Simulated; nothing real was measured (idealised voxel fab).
You're looking at the process module voxel ribs on slabs.
The cross-section shown here is cut; it is 235 nm wide and divided into square cells measuring 5 nm on a side.
A cross-section is written here as square cells arranged in a grid, and it is given in bands from the top down, each band taking up one or more rows of cells.
Top height, bottom height, nm. Materials left to right, width each, nm. Single material + "edge to edge" = fills band edge to edge. "air" = empty.
Heights are measured from 0, the level below which the as-received wafer is all one material; the lowest band has no bottom and continues downward, written as in "from 0 down".
With a width like "30->40", each row of cells in the band differs from the next by the same amount, the top row carrying the first number and the bottom row the second.
"stayed the same" (step): cross-section cells unchanged, all of them.
The entry titled "Sealed internal cavities" provides the empty spaces that have no open way to the top, restricted to those of 8 cells or more. Each is presented as width x height at distance, the distance being measured from the left edge, with all three in nm.
Where a step's line continues beyond its settings, the continuation is a remark by the simulator itself on that step.
The line of a step may include "overlay nm". On a step with a mask, this value is how far to the right of its planned place the mask lay. A negative value means the mask lay to the left.
# Steps in the process plan
1: RECEIVE | material Si
2: DIRECTIONAL_DEP | material SiO2 | thk nm 30
3: DIRECTIONAL_DEP | material polySi | thk nm 15
4: MASKED_ETCH | tone cover | mask id RIB | width nm 30 | etch materials polySi | depth nm 10 | overlay nm 0
5: PATTERN | tone cover | mask id SLAB | material resist | width nm 90 | thk nm 15 | overlay nm 0
6: DIRECTIONAL_ETCH | etch materials polySi | depth nm 5
7: STRIP | etch materials resist
8: FILL_DEP | material SiO2 | thk nm 15
9: CMP | height nm 55
10: DIRECTIONAL_DEP | material TiN | thk nm 5
11: DIRECTIONAL_DEP | material aC | thk nm 10
12: PATTERN | tone cover | mask id HEATER | material resist | width nm 40 | thk nm 25 | overlay nm 0
13: DIRECTIONAL_ETCH | etch materials aC | depth nm 10
14: STRIP | etch materials resist
15: DIRECTIONAL_ETCH | etch materials TiN | depth nm 5
16: STRIP | etch materials aC
17: CONFORMAL_DEP | material SiN | thk nm 10
# The following pertains to the first of two wafers, which was processed as planned
# Incoming wafer, cross-sectional view, post step 1
* from 0 down = Si edge to edge
* Sealed internal cavities: none
# Wafer section view after processing step 2
* from 30 to 0 = SiO2 edge to edge
* No changes below 0.
# Wafer section view after processing step 3
* from 45 to 30 = polySi edge to edge
* No changes below 30.
# Wafer section view after processing step 4
* from 45 to 35 = 100 air  30 polySi  105 air
* No changes below 35.
# Wafer section view after processing step 5
* from 60 to 45 = 70 air  90 resist  75 air
* from 45 to 35 = 70 air  30 resist  30 polySi  30 resist  75 air
* No changes below 35.
# Wafer section view after processing step 6
* from 60 to 45 = 70 air  90 resist  75 air
* from 45 to 35 = 70 air  30 resist  30 polySi  30 resist  75 air
* from 35 to 30 = 70 air  90 polySi  75 air
* No changes below 30.
# Wafer section view after processing step 7
* from 45 to 35 = 100 air  30 polySi  105 air
* No changes below 35.
# Wafer section view after processing step 8
* from 60 to 45 = SiO2 edge to edge
* from 45 to 35 = 100 SiO2  30 polySi  105 SiO2
* from 35 to 30 = 70 SiO2  90 polySi  75 SiO2
* No changes below 30.
# Wafer section view after processing step 9
* from 55 to 45 = SiO2 edge to edge
* No changes below 45.
# Wafer section view after processing step 10
* from 60 to 55 = TiN edge to edge
* No changes below 55.
# Wafer section view after processing step 11
* from 70 to 60 = aC edge to edge
* No changes below 60.
# Wafer section view after processing step 12
* from 95 to 70 = 95 air  40 resist  100 air
* No changes below 70.
# Wafer section view after processing step 13
* from 85 to 70 = 95 air  40 resist  100 air
* from 70 to 60 = 95 air  40 aC  100 air
* No changes below 60.
# Wafer section view after processing step 14
* from 70 to 60 = 95 air  40 aC  100 air
* No changes below 60.
# Wafer section view after processing step 15
* from 70 to 60 = 95 air  40 aC  100 air
* from 60 to 55 = 95 air  40 TiN  100 air
* No changes below 55.
# Wafer section view after processing step 16
* from 60 to 55 = 95 air  40 TiN  100 air
* No changes below 55.
# Wafer section view after processing step 17
* from 70 to 65 = 85 air  60 SiN  90 air
* from 65 to 60 = SiN edge to edge
* from 60 to 55 = 95 SiN  40 TiN  100 SiN
* No changes below 55.
# For the second wafer, take the first wafer's start and plan, then add one mistake made in running it; everything through step 3, that step included, is shared with the first
# The second wafer cut through, at the time step 4 was supposed to be finished
* from 45 to 35 = 90 air  30 polySi  115 air
* No changes below 35.
# The second wafer cut through, at the time step 5 was supposed to be finished
* from 60 to 45 = 70 air  90 resist  75 air
* from 45 to 35 = 70 air  20 resist  30 polySi  40 resist  75 air
* No changes below 35.
# The second wafer cut through, at the time step 6 was supposed to be finished
* from 60 to 45 = 70 air  90 resist  75 air
* from 45 to 35 = 70 air  20 resist  30 polySi  40 resist  75 air
* from 35 to 30 = 70 air  90 polySi  75 air
* No changes below 30.
# The second wafer cut through, at the time step 7 was supposed to be finished
* from 45 to 35 = 90 air  30 polySi  115 air
* No changes below 35.
# The second wafer cut through, at the time step 8 was supposed to be finished
* from 60 to 45 = SiO2 edge to edge
* from 45 to 35 = 90 SiO2  30 polySi  115 SiO2
* from 35 to 30 = 70 SiO2  90 polySi  75 SiO2
* No changes below 30.
# The second wafer cut through, at the time step 9 was supposed to be finished
* from 55 to 45 = SiO2 edge to edge
* No changes below 45.
# The second wafer cut through, at the time step 10 was supposed to be finished
* from 60 to 55 = TiN edge to edge
* No changes below 55.
# The second wafer cut through, at the time step 11 was supposed to be finished
* from 70 to 60 = aC edge to edge
* No changes below 60.
# The second wafer cut through, at the time step 12 was supposed to be finished
* from 95 to 70 = 95 air  40 resist  100 air
* No changes below 70.
# The second wafer cut through, at the time step 13 was supposed to be finished
* from 85 to 70 = 95 air  40 resist  100 air
* from 70 to 60 = 95 air  40 aC  100 air
* No changes below 60.
# The second wafer cut through, at the time step 14 was supposed to be finished
* from 70 to 60 = 95 air  40 aC  100 air
* No changes below 60.
# The second wafer cut through, at the time step 15 was supposed to be finished
* from 70 to 60 = 95 air  40 aC  100 air
* from 60 to 55 = 95 air  40 TiN  100 air
* No changes below 55.
# The second wafer cut through, at the time step 16 was supposed to be finished
* from 60 to 55 = 95 air  40 TiN  100 air
* No changes below 55.
# The second wafer cut through, at the time step 17 was supposed to be finished
* from 70 to 65 = 85 air  60 SiN  90 air
* from 65 to 60 = SiN edge to edge
* from 60 to 55 = 95 SiN  40 TiN  100 SiN
* No changes below 55.
What was the processing mistake? off-plan run, step 4, actual operation and settings MASKED_ETCH | tone cover | mask id RIB | width nm 30 | etch materials polySi | depth nm 10 | overlay nm -10
Final state: per-material cell counts identical on both wafers; locations differ.
